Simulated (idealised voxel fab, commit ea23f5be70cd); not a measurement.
A process module follows: voxel transistor to metal.
The cross-section on display is named cut; it measures 180 nm wide, and its cells are 5 nm squares.
This document writes a cross-section as a grid whose cells are square, and gives it as bands, listed from the top down; one or more rows of cells form a band.
For a band, the entry starts with two heights in nm, that of the top and then that of the bottom, and carries on with the band's materials in order from left to right, each alongside its width in nm; the word "all across" beside a single material means it fills the band edge to edge, and "blank" means empty space.
Height 0 is the level under which the wafer as received is all one material. The lowest band goes on downwards, as in "from 0 down".
Width "30..40": first value at the band's top row of cells, second value at its bottom row, equal change from row to row.
What does "no alterations made" mean for a step? It means no cell of the cross-section changed in that step.
"Voids, enclosed" specifies each empty space that is not open to the top and that occupies no fewer than 8 cells, using the form width x height at distance, the distance measured from the left edge and all three quantities in nm.
What comes after the settings on a step's line is commentary from the simulator itself on that step.
For masked steps, "overlay nm" on the step line gives how far right of plan the mask actually lay; a minus sign means it lay to the left.

[The process steps that were planned are listed below]
step 1: RECEIVE,material Si
step 2: CONFORMAL_DEP,material SiO2,thk nm 5
step 3: CONFORMAL_DEP,material SiN,thk nm 10
step 4: MASKED_ETCH,tone cover,mask id ACTIVE,width nm 95,etch materials SiN,depth nm 10,overlay nm -15
step 5: MASKED_ETCH,tone cover,mask id ACTIVE,width nm 95,etch materials SiO2,depth nm 5,overlay nm 0
step 6: MASKED_ETCH,tone cover,mask id ACTIVE,width nm 95,etch materials Si,depth nm 35,overlay nm 0
step 7: OXIDIZE,depth nm 5
step 8: FILL_DEP,material SiO2,thk nm 10
step 9: CMP,height nm 15
step 10: SELECTIVE_ETCH,etch materials SiO2,depth nm 10
step 11: STRIP,etch materials SiN
step 12: SELECTIVE_ETCH,etch materials SiO2,depth nm 5
step 13: OXIDIZE,depth nm 5
step 14: DIRECTIONAL_DEP,material polySi,thk nm 30
step 15: DIRECTIONAL_DEP,material SiCN,thk nm 15
step 16: PATTERN,tone cover,mask id GATE,material resist,width nm 25,thk nm 15,overlay nm 0
step 17: DIRECTIONAL_ETCH,etch materials SiCN,depth nm 25
step 18: DIRECTIONAL_ETCH,etch materials polySi,depth nm 40
step 19: STRIP,etch materials resist
step 20: CONFORMAL_DEP,material SiN,thk nm 5
step 21: DIRECTIONAL_ETCH,etch materials SiN,depth nm 5
step 22: DIRECTIONAL_ETCH,etch materials SiO2,depth nm 5
step 23: EPI,material SiGe,thk nm 5
step 24: FILL_DEP,material SiO2,thk nm 5
step 25: CMP,height nm 30
step 26: STRIP,etch materials polySi
step 27: SELECTIVE_ETCH,etch materials SiO2,depth nm 5
step 28: CONFORMAL_DEP,material HfO2,thk nm 5
step 29: CONFORMAL_DEP,material TiN,thk nm 5
step 30: FILL_DEP,material W,thk nm 10
step 31: CMP,height nm 25
step 32: DIRECTIONAL_DEP,material SiO2,thk nm 15
step 33: PATTERN,tone open,mask id CONTACT,material resist,width nm 15,pitch nm 70,thk nm 15,overlay nm 0
step 34: DIRECTIONAL_ETCH,etch materials SiO2,depth nm 40
step 35: STRIP,etch materials resist
step 36: CONFORMAL_DEP,material TiN,thk nm 5
step 37: FILL_DEP,material Ru,thk nm 10
step 38: CMP,height nm 40
step 39: CONFORMAL_DEP,material SiN,thk nm 5
step 40: DIRECTIONAL_DEP,material SiO2,thk nm 25
step 41: PATTERN,tone open,mask id METAL_1,material resist,width nm 15,pitch nm 70,thk nm 15,overlay nm 0
step 42: DIRECTIONAL_ETCH,etch materials SiO2,depth nm 25
step 43: DIRECTIONAL_ETCH,etch materials SiN,depth nm 5
step 44: STRIP,etch materials resist
step 45: CONFORMAL_DEP,material TiN,thk nm 5
step 46: FILL_DEP,material Cu,thk nm 10
step 47: CMP,height nm 70
step 48: CONFORMAL_DEP,material SiCN,thk nm 5
step 49: DIRECTIONAL_DEP,material SiO2,thk nm 30
step 50: DIRECTIONAL_DEP,material aC,thk nm 10
step 51: PATTERN,tone open,mask id METAL_2,material resist,width nm 15,pitch nm 70,thk nm 25,overlay nm 0
step 52: DIRECTIONAL_ETCH,etch materials aC,depth nm 10
step 53: STRIP,etch materials resist
step 54: DIRECTIONAL_ETCH,etch materials SiO2,depth nm 15
step 55: STRIP,etch materials aC
step 56: DIRECTIONAL_DEP,material aC,thk nm 15
step 57: PATTERN,tone open,mask id METAL_2_HOLES,material resist,width nm 15,pitch nm 70,thk nm 30,overlay nm 0
step 58: DIRECTIONAL_ETCH,etch materials aC,depth nm 15
step 59: STRIP,etch materials resist
step 60: DIRECTIONAL_ETCH,etch materials SiO2,depth nm 15
step 61: DIRECTIONAL_ETCH,etch materials SiCN,depth nm 5
step 62: STRIP,etch materials aC
step 63: CONFORMAL_DEP,material TiN,thk nm 5
step 64: FILL_DEP,material Cu,thk nm 10
step 65: CMP,height nm 105
step 66: CONFORMAL_DEP,material SiCN,thk nm 5
Where the wafers of this document differ is in the overlay nm of step 4; they start out the same, and the plan states the value that applied to the first wafer.

[The first of several wafers as received, shown in cross-section; this is its state after step 1]
- from 0 down = Si all across
- Voids, enclosed: none

[Basically each wafer gets a line in the table, showing it at the end of the module: material by material, the cells it gained (+) or lost (-) since we got it, then its closed voids]
overlay nm -15, +22 Cu, +17 HfO2, +14 Ru, -148 Si, +66 SiCN, +15 SiGe, +40 SiN, +661 SiO2, +101 TiN, +4 W, Voids, enclosed: none
overlay nm -10, +22 Cu, +17 HfO2, +14 Ru, -155 Si, +66 SiCN, +14 SiGe, +40 SiN, +669 SiO2, +101 TiN, +4 W, Voids, enclosed: none
overlay nm -5, +22 Cu, +17 HfO2, +14 Ru, -162 Si, +66 SiCN, +13 SiGe, +40 SiN, +677 SiO2, +101 TiN, +4 W, Voids, enclosed: none
overlay nm 0, +22 Cu, +17 HfO2, +14 Ru, -169 Si, +66 SiCN, +12 SiGe, +40 SiN, +685 SiO2, +101 TiN, +4 W, Voids, enclosed: none
overlay nm 5, +22 Cu, +17 HfO2, +14 Ru, -162 Si, +66 SiCN, +13 SiGe, +40 SiN, +677 SiO2, +101 TiN, +4 W, Voids, enclosed: none
overlay nm 10, +22 Cu, +17 HfO2, +14 Ru, -155 Si, +66 SiCN, +14 SiGe, +40 SiN, +669 SiO2, +101 TiN, +4 W, Voids, enclosed: none
overlay nm 15, +22 Cu, +17 HfO2, +14 Ru, -148 Si, +66 SiCN, +15 SiGe, +40 SiN, +661 SiO2, +101 TiN, +4 W, Voids, enclosed: none
